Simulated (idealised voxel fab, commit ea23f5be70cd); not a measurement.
process module | voxel capacitor over wiring
cross-section cut | 175 nm wide | cells 5 nm
A cross-section is a grid of square cells, given in bands from the top down. A band is one or more rows of cells.
Each band's line starts with the height of the band's top and of its bottom, in nm. Then come its materials from left to right, each with its width in nm. One material with "throughout" fills the band from edge to edge. "air" is empty space.
Height 0 is the level under which the wafer as received is all one material. The lowest band goes on downwards, as in "0 down".
A width such as "30 to 40" changes by the same amount from each row of cells to the next, from the band's top row to its bottom row.
"no change" after a step means that no cell of the cross-section changed.
closed voids: empty space of 8 cells or more with no open way to the top, each as width x height at its distance from the left edge, in nm
after a step's settings: what the simulator itself notes on the step
overlay nm, on a step with a mask: how far to the right of its planned place the mask lay; to the left if negative
plan
1 op RECEIVE | material Si
2 op CONFORMAL_DEP | material SiO2 | thk nm 10
3 op DIRECTIONAL_DEP | material TiN | thk nm 5
4 op DIRECTIONAL_DEP | material W | thk nm 20
5 op DIRECTIONAL_DEP | material aC | thk nm 10
6 op PATTERN | tone cover | mask id METAL_1 | material resist | width nm 30 | pitch nm 80 | thk nm 25 | overlay nm 0
7 op DIRECTIONAL_ETCH | etch materials aC | depth nm 10
8 op STRIP | etch materials resist
9 op DIRECTIONAL_ETCH | etch materials W | depth nm 20
10 op DIRECTIONAL_ETCH | etch materials TiN | depth nm 5
11 op STRIP | etch materials aC
12 op CONFORMAL_DEP | material SiCN | thk nm 5
13 op FILL_DEP | material lowk | thk nm 10
14 op CMP | height nm 35
15 op CONFORMAL_DEP | material SiCN | thk nm 5
16 op DIRECTIONAL_DEP | material lowk | thk nm 10
17 op PATTERN | tone open | mask id PLUG_1 | material resist | width nm 15 | thk nm 15 | overlay nm 0
18 op DIRECTIONAL_ETCH | etch materials lowk | depth nm 10
19 op DIRECTIONAL_ETCH | etch materials SiCN | depth nm 5
20 op STRIP | etch materials resist
21 op EPI | material Ru | thk nm 10
22 op EPI | material Ru | thk nm 5
23 op DIRECTIONAL_DEP | material TiN | thk nm 10
24 op DIRECTIONAL_DEP | material SiN | thk nm 5
25 op DIRECTIONAL_DEP | material TiN | thk nm 10
26 op PATTERN | tone cover | mask id UPPER_PLATE | material resist | width nm 55 | thk nm 15 | overlay nm 0
27 op DIRECTIONAL_ETCH | etch materials TiN | depth nm 10
28 op DIRECTIONAL_ETCH | etch materials SiN | depth nm 5
29 op STRIP | etch materials resist
30 op MASKED_ETCH | tone cover | mask id LOWER_PLATE | width nm 65 | etch materials TiN | depth nm 10 | overlay nm 0
31 op FILL_DEP | material SiO2 | thk nm 20
32 op CMP | height nm 90
33 op PATTERN | tone open | mask id PLUG_2 | material resist | width nm 15 | thk nm 15 | overlay nm 0
34 op DIRECTIONAL_ETCH | etch materials SiO2 | depth nm 15
35 op STRIP | etch materials resist
36 op CONFORMAL_DEP | material TiN | thk nm 5
37 op FILL_DEP | material Ru | thk nm 10
38 op CMP | height nm 90
39 op CONFORMAL_DEP | material SiCN | thk nm 5
first wafer, as planned
as received, after step 1
  0 down: Si throughout
  closed voids: none
after step 2
  10 to 0: SiO2 throughout
  below 0: unchanged
after step 3
  15 to 10: TiN throughout
  below 10: unchanged
after step 4
  35 to 15: W throughout
  below 15: unchanged
after step 5
  45 to 35: aC throughout
  below 35: unchanged
after step 6
  70 to 45: air 30 | resist 30 | air 50 | resist 30 | air 35
  below 45: unchanged
after step 7
  60 to 45: air 30 | resist 30 | air 50 | resist 30 | air 35
  45 to 35: air 30 | aC 30 | air 50 | aC 30 | air 35
  below 35: unchanged
after step 8
  45 to 35: air 30 | aC 30 | air 50 | aC 30 | air 35
  below 35: unchanged
after step 9
  45 to 35: air 30 | aC 30 | air 50 | aC 30 | air 35
  35 to 15: air 30 | W 30 | air 50 | W 30 | air 35
  below 15: unchanged
after step 10
  45 to 35: air 30 | aC 30 | air 50 | aC 30 | air 35
  35 to 15: air 30 | W 30 | air 50 | W 30 | air 35
  15 to 10: air 30 | TiN 30 | air 50 | TiN 30 | air 35
  below 10: unchanged
after step 11
  35 to 15: air 30 | W 30 | air 50 | W 30 | air 35
  below 15: unchanged
after step 12
  40 to 35: air 25 | SiCN 40 | air 40 | SiCN 40 | air 30
  35 to 15: air 25 | SiCN 5 | W 30 | SiCN 5 | air 40 | SiCN 5 | W 30 | SiCN 5 | air 30
  15 to 10: SiCN 30 | TiN 30 | SiCN 50 | TiN 30 | SiCN 35
  below 10: unchanged
after step 13
  50 to 40: lowk throughout
  40 to 35: lowk 25 | SiCN 40 | lowk 40 | SiCN 40 | lowk 30
  35 to 15: lowk 25 | SiCN 5 | W 30 | SiCN 5 | lowk 40 | SiCN 5 | W 30 | SiCN 5 | lowk 30
  below 15: unchanged
after step 14
  35 to 15: lowk 25 | SiCN 5 | W 30 | SiCN 5 | lowk 40 | SiCN 5 | W 30 | SiCN 5 | lowk 30
  below 15: unchanged
after step 15
  40 to 35: SiCN throughout
  below 35: unchanged
after step 16
  50 to 40: lowk throughout
  below 40: unchanged
after step 17
  65 to 50: resist 45 | air 15 | resist 115
  below 50: unchanged
after step 18
  65 to 50: resist 45 | air 15 | resist 115
  50 to 40: lowk 45 | air 15 | lowk 115
  below 40: unchanged
after step 19
  65 to 50: resist 45 | air 15 | resist 115
  50 to 40: lowk 45 | air 15 | lowk 115
  40 to 35: SiCN 45 | air 15 | SiCN 115
  below 35: unchanged
after step 20
  50 to 40: lowk 45 | air 15 | lowk 115
  below 40: unchanged
after step 21
  50 to 45: lowk 45 | air 15 | lowk 115
  45 to 40: lowk 45 | Ru 15 | lowk 115
  40 to 35: SiCN 45 | Ru 15 | SiCN 115
  below 35: unchanged
after step 22
  50 to 40: lowk 45 | Ru 15 | lowk 115
  below 40: unchanged
after step 23
  60 to 50: TiN throughout
  below 50: unchanged
after step 24
  65 to 60: SiN throughout
  below 60: unchanged
after step 25
  75 to 65: TiN throughout
  below 65: unchanged
after step 26
  90 to 75: air 45 | resist 55 | air 75
  below 75: unchanged
after step 27
  90 to 75: air 45 | resist 55 | air 75
  75 to 65: air 45 | TiN 55 | air 75
  below 65: unchanged
after step 28
  90 to 75: air 45 | resist 55 | air 75
  75 to 65: air 45 | TiN 55 | air 75
  65 to 60: air 45 | SiN 55 | air 75
  below 60: unchanged
after step 29
  75 to 65: air 45 | TiN 55 | air 75
  below 65: unchanged
after step 30
  75 to 65: air 45 | TiN 55 | air 75
  65 to 60: air 45 | SiN 55 | air 75
  60 to 50: air 40 | TiN 65 | air 70
  below 50: unchanged
after step 31
  95 to 75: SiO2 throughout
  75 to 65: SiO2 45 | TiN 55 | SiO2 75
  65 to 60: SiO2 45 | SiN 55 | SiO2 75
  60 to 50: SiO2 40 | TiN 65 | SiO2 70
  below 50: unchanged
after step 32
  90 to 75: SiO2 throughout
  below 75: unchanged
after step 33
  105 to 90: resist 55 | air 15 | resist 105
  below 90: unchanged
after step 34
  105 to 90: resist 55 | air 15 | resist 105
  90 to 75: SiO2 55 | air 15 | SiO2 105
  below 75: unchanged
after step 35
  90 to 75: SiO2 55 | air 15 | SiO2 105
  below 75: unchanged
after step 36
  95 to 90: TiN 60 | air 5 | TiN 110
  90 to 80: SiO2 55 | TiN 5 | air 5 | TiN 5 | SiO2 105
  80 to 75: SiO2 55 | TiN 15 | SiO2 105
  below 75: unchanged
after step 37
  105 to 95: Ru throughout
  95 to 90: TiN 60 | Ru 5 | TiN 110
  90 to 80: SiO2 55 | TiN 5 | Ru 5 | TiN 5 | SiO2 105
  below 80: unchanged
after step 38
  90 to 80: SiO2 55 | TiN 5 | Ru 5 | TiN 5 | SiO2 105
  below 80: unchanged
after step 39
  95 to 90: SiCN throughout
  below 90: unchanged
second wafer: like start, like plan, one mistake. Through step 25 it matches the first wafer
when step 26 should have ended
  90 to 75: resist 45 | air 55 | resist 75
  below 75: unchanged
when step 27 should have ended
  90 to 75: resist 45 | air 55 | resist 75
  75 to 65: TiN 45 | air 55 | TiN 75
  below 65: unchanged
when step 28 should have ended
  90 to 75: resist 45 | air 55 | resist 75
  75 to 65: TiN 45 | air 55 | TiN 75
  65 to 60: SiN 45 | air 55 | SiN 75
  below 60: unchanged
when step 29 should have ended
  75 to 65: TiN 45 | air 55 | TiN 75
  below 65: unchanged
when step 30 should have ended
  75 to 65: air 40 | TiN 5 | air 55 | TiN 5 | air 70
  below 65: unchanged
when step 31 should have ended
  95 to 75: SiO2 throughout
  75 to 65: SiO2 40 | TiN 5 | SiO2 55 | TiN 5 | SiO2 70
  65 to 60: SiN 45 | SiO2 55 | SiN 75
  below 60: unchanged
when step 32 should have ended
  90 to 75: SiO2 throughout
  below 75: unchanged
when step 33 should have ended
  105 to 90: resist 55 | air 15 | resist 105
  below 90: unchanged
when step 34 should have ended
  105 to 90: resist 55 | air 15 | resist 105
  90 to 75: SiO2 55 | air 15 | SiO2 105
  below 75: unchanged
when step 35 should have ended
  90 to 75: SiO2 55 | air 15 | SiO2 105
  below 75: unchanged
when step 36 should have ended
  95 to 90: TiN 60 | air 5 | TiN 110
  90 to 80: SiO2 55 | TiN 5 | air 5 | TiN 5 | SiO2 105
  80 to 75: SiO2 55 | TiN 15 | SiO2 105
  below 75: unchanged
when step 37 should have ended
  105 to 95: Ru throughout
  95 to 90: TiN 60 | Ru 5 | TiN 110
  90 to 80: SiO2 55 | TiN 5 | Ru 5 | TiN 5 | SiO2 105
  below 80: unchanged
when step 38 should have ended
  90 to 80: SiO2 55 | TiN 5 | Ru 5 | TiN 5 | SiO2 105
  below 80: unchanged
when step 39 should have ended
  95 to 90: SiCN throughout
  below 90: unchanged
what went wrong: step 26 ran as: op PATTERN | tone open | mask id UPPER_PLATE | material resist | width nm 55 | thk nm 15 | overlay nm 0
at the end the second wafer has, in cells: 13 more of SiN | 39 fewer of SiO2 | 26 more of TiN
